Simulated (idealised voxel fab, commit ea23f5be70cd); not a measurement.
process module | voxel transistor to metal
cross-section cut | 285 nm wide | cells 5 nm
A cross-section is a grid of square cells, given in bands from the top down. A band is one or more rows of cells.
Each band's line starts with the height of the band's top and of its bottom, in nm. Then come its materials from left to right, each with its width in nm. One material with "throughout" fills the band from edge to edge. "air" is empty space.
Height 0 is the level under which the wafer as received is all one material. The lowest band goes on downwards, as in "0 down".
A width such as "30 to 40" changes by the same amount from each row of cells to the next, from the band's top row to its bottom row.
"no change" after a step means that no cell of the cross-section changed.
closed voids: empty space of 8 cells or more with no open way to the top, each as width x height at its distance from the left edge, in nm
after a step's settings: what the simulator itself notes on the step
overlay nm, on a step with a mask: how far to the right of its planned place the mask lay; to the left if negative
plan
1 op RECEIVE | material Si
2 op CONFORMAL_DEP | material SiO2 | thk nm 5
3 op CONFORMAL_DEP | material SiN | thk nm 10
4 op DIRECTIONAL_DEP | material aC | thk nm 10
5 op PATTERN | tone cover | mask id ACTIVE | material resist | width nm 100 | pitch nm 130 | thk nm 25 | overlay nm 0
6 op DIRECTIONAL_ETCH | etch materials aC | depth nm 10
7 op STRIP | etch materials resist
8 op DIRECTIONAL_ETCH | etch materials SiN | depth nm 10
9 op DIRECTIONAL_ETCH | etch materials SiO2 | depth nm 5
10 op DIRECTIONAL_ETCH | etch materials Si | depth nm 35
11 op STRIP | etch materials aC
12 op FILL_DEP | material SiO2 | thk nm 15
13 op CMP | height nm 15
14 op SELECTIVE_ETCH | etch materials SiO2 | depth nm 10
15 op STRIP | etch materials SiN
16 op SELECTIVE_ETCH | etch materials SiO2 | depth nm 5
17 op OXIDIZE | depth nm 5
18 op DIRECTIONAL_DEP | material polySi | thk nm 20
19 op DIRECTIONAL_DEP | material SiCN | thk nm 15
20 op DIRECTIONAL_DEP | material aC | thk nm 10
21 op PATTERN | tone cover | mask id GATE | material resist | width nm 20 | pitch nm 130 | thk nm 25 | overlay nm 0
22 op DIRECTIONAL_ETCH | etch materials aC | depth nm 10
23 op STRIP | etch materials resist
24 op DIRECTIONAL_ETCH | etch materials SiCN | depth nm 25
25 op DIRECTIONAL_ETCH | etch materials polySi | depth nm 30
26 op STRIP | etch materials aC
27 op CONFORMAL_DEP | material SiO2 | thk nm 5
28 op DIRECTIONAL_ETCH | etch materials SiO2 | depth nm 5
29 op CONFORMAL_DEP | material SiN | thk nm 10
30 op DIRECTIONAL_ETCH | etch materials SiN | depth nm 10
31 op DIRECTIONAL_ETCH | etch materials SiO2 | depth nm 5
32 op DIRECTIONAL_ETCH | etch materials Si | depth nm 15
33 op EPI | material nSi | thk nm 20
34 op FILL_DEP | material SiO2 | thk nm 10
35 op CMP | height nm 35
36 op DIRECTIONAL_DEP | material SiO2 | thk nm 15
37 op PATTERN | tone open | mask id CONTACT | material resist | width nm 15 | thk nm 20 | overlay nm 0
38 op DIRECTIONAL_ETCH | etch materials SiO2 | depth nm 35
39 op STRIP | etch materials resist
40 op CONFORMAL_DEP | material TiN | thk nm 5
41 op FILL_DEP | material Ru | thk nm 5
42 op CMP | height nm 50
43 op DIRECTIONAL_DEP | material TiN | thk nm 5
44 op DIRECTIONAL_DEP | material Ru | thk nm 25
45 op MASKED_ETCH | tone cover | mask id METAL_1 | width nm 15 | etch materials Ru | depth nm 25 | overlay nm 0
46 op MASKED_ETCH | tone cover | mask id METAL_1 | width nm 15 | etch materials TiN | depth nm 5 | overlay nm 0
47 op CONFORMAL_DEP | material SiN | thk nm 5
48 op FILL_DEP | material lowk | thk nm 10
49 op CMP | height nm 80
50 op CONFORMAL_DEP | material SiCN | thk nm 5
as received, after step 1
  0 down: Si throughout
  closed voids: none
first wafer at the end, as planned
  85 to 80: SiCN throughout
  80 to 55: lowk 25 | SiN 5 | Ru 15 | SiN 5 | lowk 50 | SiN 5 | Ru 15 | SiN 5 | lowk 30 | SiN 5 | Ru 15 | SiN 5 | lowk 50 | SiN 5 | Ru 15 | SiN 5 | lowk 30
  55 to 50: SiN 30 | TiN 15 | SiN 60 | TiN 15 | SiN 40 | TiN 15 | SiN 60 | TiN 15 | SiN 35
  50 to 35: SiO2 30 | TiN 5 | Ru 5 | TiN 5 | SiO2 60 | TiN 5 | Ru 5 | TiN 5 | SiO2 40 | TiN 5 | Ru 5 | TiN 5 | SiO2 60 | TiN 5 | Ru 5 | TiN 5 | SiO2 35
  35 to 20: SiO2 30 | TiN 5 | Ru 5 | TiN 5 | SiO2 5 | SiN 10 | SiO2 5 | SiCN 20 | SiO2 5 | SiN 10 | SiO2 5 | TiN 5 | Ru 5 | TiN 5 | SiO2 40 | TiN 5 | Ru 5 | TiN 5 | SiO2 5 | SiN 10 | SiO2 5 | SiCN 20 | SiO2 5 | SiN 10 | SiO2 5 | TiN 5 | Ru 5 | TiN 5 | SiO2 35
  20 to 15: SiO2 30 | TiN 15 | SiO2 5 | SiN 10 | SiO2 5 | polySi 20 | SiO2 5 | SiN 10 | SiO2 5 | TiN 15 | SiO2 40 | TiN 15 | SiO2 5 | SiN 10 | SiO2 5 | polySi 20 | SiO2 5 | SiN 10 | SiO2 5 | TiN 15 | SiO2 35
  15 to 0: SiO2 30 | nSi 20 | SiN 10 | SiO2 5 | polySi 20 | SiO2 5 | SiN 10 | nSi 20 | SiO2 40 | nSi 20 | SiN 10 | SiO2 5 | polySi 20 | SiO2 5 | SiN 10 | nSi 20 | SiO2 35
  0 to -5: SiO2 20 | nSi 30 | SiO2 50 | nSi 30 | SiO2 20 | nSi 30 | SiO2 50 | nSi 30 | SiO2 25
  -5 to -20: SiO2 25 | nSi 25 | Si 50 | nSi 25 | SiO2 30 | nSi 25 | Si 50 | nSi 25 | SiO2 30
  -20 to -35: SiO2 25 | Si 100 | SiO2 30 | Si 100 | SiO2 30
  -35 down: Si throughout
  closed voids: none
second wafer at the end: like start, like plan, one mistake
  85 to 80: SiCN throughout
  80 to 55: lowk 25 | SiN 5 | Ru 15 | SiN 5 | lowk 50 | SiN 5 | Ru 15 | SiN 5 | lowk 30 | SiN 5 | Ru 15 | SiN 5 | lowk 50 | SiN 5 | Ru 15 | SiN 5 | lowk 30
  55 to 50: SiN 30 | TiN 15 | SiN 60 | TiN 15 | SiN 40 | TiN 15 | SiN 60 | TiN 15 | SiN 35
  50 to 35: SiO2 30 | TiN 5 | Ru 5 | TiN 5 | SiO2 60 | TiN 5 | Ru 5 | TiN 5 | SiO2 40 | TiN 5 | Ru 5 | TiN 5 | SiO2 60 | TiN 5 | Ru 5 | TiN 5 | SiO2 35
  35 to 20: SiO2 30 | TiN 5 | Ru 5 | TiN 5 | SiO2 5 | SiN 10 | SiO2 5 | polySi 20 | SiO2 5 | SiN 10 | SiO2 5 | TiN 5 | Ru 5 | TiN 5 | SiO2 40 | TiN 5 | Ru 5 | TiN 5 | SiO2 5 | SiN 10 | SiO2 5 | polySi 20 | SiO2 5 | SiN 10 | SiO2 5 | TiN 5 | Ru 5 | TiN 5 | SiO2 35
  20 to 15: SiO2 30 | TiN 15 | SiO2 5 | SiN 10 | SiO2 5 | polySi 20 | SiO2 5 | SiN 10 | SiO2 5 | TiN 15 | SiO2 40 | TiN 15 | SiO2 5 | SiN 10 | SiO2 5 | polySi 20 | SiO2 5 | SiN 10 | SiO2 5 | TiN 15 | SiO2 35
  15 to 5: SiO2 25 | SiN 100 | SiO2 30 | SiN 100 | SiO2 30
  5 to 0: SiO2 throughout
  0 to -35: SiO2 25 | Si 100 | SiO2 30 | Si 100 | SiO2 30
  -35 down: Si throughout
  closed voids: none
what went wrong: step 13 was left out
at the end the second wafer has, in cells: 100 more of Si | 24 fewer of SiCN | 56 more of SiN | 132 fewer of nSi
